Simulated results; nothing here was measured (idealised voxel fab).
Herein follows the process module entitled voxel transistor to metal.
In the cross-section labelled cut, the width is 195 nm and each square cell is 5 nm.
For the purposes of this document, a cross-section shall be understood as a grid of square cells, specified as bands listed in top-to-bottom order, each band consisting of one or more rows of cells. The entry gives the band's vertical extent as a top height and a bottom height in nm, then its horizontal make-up as materials from left to right, each with a width in nm. "empty" stands for empty space; a single material marked "everywhere" fills the band edge to edge. Heights from 0 (as-received wafer is one material below). Bottom band endless downward, as "0 and below". Read "30..40" as a graded width: first number on top, second number at the bottom, same change between each pair of neighbouring rows. Where the words "same as before" appear for a step, the cross-section shows no cell changed by that step; every cell remained as before. If an empty space has no open way to the top and is at least 8 cells in size, "Completely sealed voids" lists it, written width x height at distance, where distance is measured from the left edge and every value is in nm. Read whatever lies past the settings on a step's line as the simulator's own remark about the step. A step's line can hold "overlay nm"; with a mask on that step, the setting says how far right of the planned place the mask lay, while a negative setting says it lay to the left.

# Steps in the process plan
| 1 | op RECEIVE | material Si |
| 2 | op CONFORMAL_DEP | material SiO2 | thk nm 5 |
| 3 | op CONFORMAL_DEP | material SiN | thk nm 10 |
| 4 | op MASKED_ETCH | tone cover | mask id ACTIVE | width nm 115 | etch materials SiN | depth nm 10 | overlay nm 0 |
| 5 | op MASKED_ETCH | tone cover | mask id ACTIVE | width nm 115 | etch materials SiO2 | depth nm 5 | overlay nm 0 |
| 6 | op MASKED_ETCH | tone cover | mask id ACTIVE | width nm 115 | etch materials Si | depth nm 30 | overlay nm 0 |
| 7 | op FILL_DEP | material SiO2 | thk nm 5 |
| 8 | op CMP | height nm 15 |
| 9 | op SELECTIVE_ETCH | etch materials SiO2 | depth nm 5 |
| 10 | op STRIP | etch materials SiN |
| 11 | op SELECTIVE_ETCH | etch materials SiO2 | depth nm 5 |
| 12 | op OXIDIZE | depth nm 5 |
| 13 | op DIRECTIONAL_DEP | material polySi | thk nm 20 |
| 14 | op DIRECTIONAL_DEP | material SiCN | thk nm 10 |
| 15 | op PATTERN | tone cover | mask id GATE | material resist | width nm 25 | thk nm 15 | overlay nm 0 |
| 16 | op DIRECTIONAL_ETCH | etch materials SiCN | depth nm 20 |
| 17 | op DIRECTIONAL_ETCH | etch materials polySi | depth nm 30 |
| 18 | op STRIP | etch materials resist |
| 19 | op CONFORMAL_DEP | material SiO2 | thk nm 5 |
| 20 | op DIRECTIONAL_ETCH | etch materials SiO2 | depth nm 5 |
| 21 | op CONFORMAL_DEP | material SiN | thk nm 10 |
| 22 | op DIRECTIONAL_ETCH | etch materials SiN | depth nm 10 |
| 23 | op DIRECTIONAL_ETCH | etch materials SiO2 | depth nm 5 |
| 24 | op DIRECTIONAL_ETCH | etch materials Si | depth nm 15 |
| 25 | op EPI | material SiGe | thk nm 15 |
| 26 | op FILL_DEP | material SiO2 | thk nm 5 |
| 27 | op CMP | height nm 20 |
| 28 | op STRIP | etch materials polySi |
| 29 | op SELECTIVE_ETCH | etch materials SiO2 | depth nm 5 |
| 30 | op CONFORMAL_DEP | material HfO2 | thk nm 5 |
| 31 | op CONFORMAL_DEP | material TiN | thk nm 5 |
| 32 | op FILL_DEP | material W | thk nm 10 |
| 33 | op CMP | height nm 15 |
| 34 | op DIRECTIONAL_DEP | material SiO2 | thk nm 15 |
| 35 | op MASKED_ETCH | tone open | mask id CONTACT | width nm 15 | pitch nm 80 | etch materials SiO2 | depth nm 20 | overlay nm 0 |
| 36 | op CONFORMAL_DEP | material TiN | thk nm 5 |
| 37 | op FILL_DEP | material W | thk nm 10 |
| 38 | op CMP | height nm 30 |
| 39 | op CONFORMAL_DEP | material SiCN | thk nm 5 |
| 40 | op DIRECTIONAL_DEP | material SiO2 | thk nm 25 |
| 41 | op MASKED_ETCH | tone open | mask id METAL_1 | width nm 15 | pitch nm 80 | etch materials SiO2 | depth nm 25 | overlay nm 0 |
| 42 | op MASKED_ETCH | tone open | mask id METAL_1 | width nm 15 | pitch nm 80 | etch materials SiCN | depth nm 5 | overlay nm 0 |
| 43 | op CONFORMAL_DEP | material TiN | thk nm 5 |
| 44 | op FILL_DEP | material Cu | thk nm 5 |
| 45 | op CMP | height nm 60 |
| 46 | op CONFORMAL_DEP | material SiCN | thk nm 5 |
| 47 | op DIRECTIONAL_DEP | material lowk | thk nm 25 |
| 48 | op MASKED_ETCH | tone open | mask id METAL_2 | width nm 15 | pitch nm 80 | etch materials lowk | depth nm 15 | overlay nm 0 |
| 49 | op DIRECTIONAL_DEP | material aC | thk nm 10 |
| 50 | op PATTERN | tone open | mask id METAL_2_HOLES | material resist | width nm 15 | pitch nm 80 | thk nm 30 | overlay nm 0 |
| 51 | op DIRECTIONAL_ETCH | etch materials aC | depth nm 10 |
| 52 | op STRIP | etch materials resist |
| 53 | op DIRECTIONAL_ETCH | etch materials lowk | depth nm 10 |
| 54 | op DIRECTIONAL_ETCH | etch materials SiCN | depth nm 5 |
| 55 | op STRIP | etch materials aC |
| 56 | op CONFORMAL_DEP | material TiN | thk nm 5 |
| 57 | op FILL_DEP | material Cu | thk nm 10 |
| 58 | op CMP | height nm 90 |
| 59 | op CONFORMAL_DEP | material SiN | thk nm 5 |

# Cross-sectional view of the wafer in its as-received condition, corresponding to the state after step 1
  0 and below | Si everywhere
  Completely sealed voids: none

# Wafer cross-section at end of module: start and plan as shown above, one execution error
  95 down to 90 | SiN everywhere
  90 down to 65 | lowk 50  TiN 5  Cu 5  TiN 5  lowk 65  TiN 5  Cu 5  TiN 5  lowk 50
  65 down to 60 | SiCN 50  TiN 15  SiCN 65  TiN 15  SiCN 50
  60 down to 35 | SiO2 50  TiN 5  Cu 5  TiN 5  SiO2 65  TiN 5  Cu 5  TiN 5  SiO2 50
  35 down to 30 | SiCN 50  TiN 15  SiCN 65  TiN 15  SiCN 50
  30 down to 15 | SiO2 50  TiN 5  W 5  TiN 5  SiO2 65  TiN 5  W 5  TiN 5  SiO2 50
  15 down to 10 | SiO2 50  TiN 15  SiO2 5  SiN 10  HfO2 5  TiN 5  W 15  TiN 5  HfO2 5  SiN 10  SiO2 5  TiN 15  SiO2 50
  10 down to 5 | SiO2 45  SiGe 25  SiN 10  HfO2 5  TiN 5  W 15  TiN 5  HfO2 5  SiN 10  SiGe 25  SiO2 45
  5 down to 0 | SiO2 40  SiN 10  SiGe 20  SiN 10  HfO2 5  TiN 25  HfO2 5  SiN 10  SiGe 20  SiN 10  SiO2 40
  0 down to -5 | SiO2 50  SiGe 20  SiO2 10  HfO2 35  SiO2 10  SiGe 20  SiO2 50
  -5 down to -30 | SiO2 40  Si 10  SiGe 20  Si 55  SiGe 20  Si 10  SiO2 40
  -30 down to -35 | Si 50  SiGe 20  Si 55  SiGe 20  Si 50
  -35 and below | Si everywhere
  Completely sealed voids: none
Processing error: step 24 was run twice
